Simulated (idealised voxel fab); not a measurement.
Process module in this document: voxel self aligned contacts
Shown is cross-section cut, with a width of 190 nm and square cells of size 5 nm.
Cross-section, as written here: a square-cell grid given band by band from the top down, where a band holds one or more rows of cells.
Top, bottom (nm), then materials left to right with widths (nm); lone material tagged "throughout" fills the whole band edge to edge; "empty" = empty space.
Height datum 0, below which the as-received substrate wafer is one material. Lowest band open at the bottom, running downward: "0 down".
Note: "30..40" means the width goes from the first number (top row of the band) to the second number (bottom row) in equal steps per row of cells.
Where the words "nothing was modified" appear for a step, the cross-section shows no cell changed by that step; every cell remained as before.
Catalogued sealed voids: empty space of 8 cells or more with no open way to the top, each as width x height at its distance from the left edge, in nm
On a step's line, text after the settings is the simulator commenting on that step.
overlay nm: mask right of planned place by this much (step with mask). Neg. = left.

Process steps (planned):
1) RECEIVE | material Si
2) OXIDIZE | depth nm 5
3) DIRECTIONAL_DEP | material polySi | thk nm 25
4) DIRECTIONAL_DEP | material SiN | thk nm 25
5) PATTERN | tone cover | mask id GATE | material resist | width nm 35 | pitch nm 80 | thk nm 20 | overlay nm 0
6) DIRECTIONAL_ETCH | etch materials SiN | depth nm 25
7) DIRECTIONAL_ETCH | etch materials polySi | depth nm 25
8) STRIP | etch materials resist
9) CONFORMAL_DEP | material SiN | thk nm 10
10) DIRECTIONAL_ETCH | etch materials SiN | depth nm 10
11) FILL_DEP | material SiO2 | thk nm 10
12) CMP | height nm 55
13) DIRECTIONAL_DEP | material aC | thk nm 15
14) PATTERN | tone open | mask id CONTACT | material resist | width nm 55 | thk nm 35 | overlay nm 0
15) DIRECTIONAL_ETCH | etch materials aC | depth nm 15
16) STRIP | etch materials resist
17) DIRECTIONAL_ETCH | etch materials SiO2 | depth nm 60
18) STRIP | etch materials aC
19) CONFORMAL_DEP | material TiN | thk nm 5
20) FILL_DEP | material Ru | thk nm 5
21) CMP | height nm 55
22) CONFORMAL_DEP | material SiN | thk nm 5

Incoming wafer in cross-section (state: after step 1):
> 0 down  Si throughout
> Catalogued sealed voids: none

Cross-section taken at module completion on the first of two wafers; processed per the plan:
> 60 to 55  SiN throughout
> 55 to 50  SiO2 (65), then TiN (20), then Ru (15), then TiN (20), then SiO2 (70)
> 50 to 25  SiO2 (25), then SiN (55), then TiN (5), then Ru (15), then TiN (5), then SiN (55), then SiO2 (30)
> 25 to 0  SiO2 (25), then SiN (10), then polySi (35), then SiN (10), then TiN (5), then Ru (15), then TiN (5), then SiN (10), then polySi (35), then SiN (10), then SiO2 (30)
> 0 to -5  SiO2 (80), then TiN (25), then SiO2 (85)
> -5 down  Si throughout
> Catalogued sealed voids: none

Same start, same plan as the first wafer - but one mistake in the run. Cross-section of the second of the two at the end of the module:
> 60 to 55  SiN throughout
> 55 to 50  TiN throughout
> 50 to 25  TiN (25), then SiN (55), then TiN (25), then SiN (55), then TiN (30)
> 25 to 0  TiN (25), then SiN (10), then polySi (35), then SiN (10), then TiN (25), then SiN (10), then polySi (35), then SiN (10), then TiN (30)
> 0 to -5  SiO2 throughout
> -5 down  Si throughout
> Catalogued sealed voids: none
Where did the run depart from the plan? planned and actual differ for step 11; actual: FILL_DEP | material TiN | thk nm 10
Once processing is complete, comparing cell counts shows that the second wafer has more or fewer of certain materials than the first: -33 Ru; -132 SiO2; +165 TiN
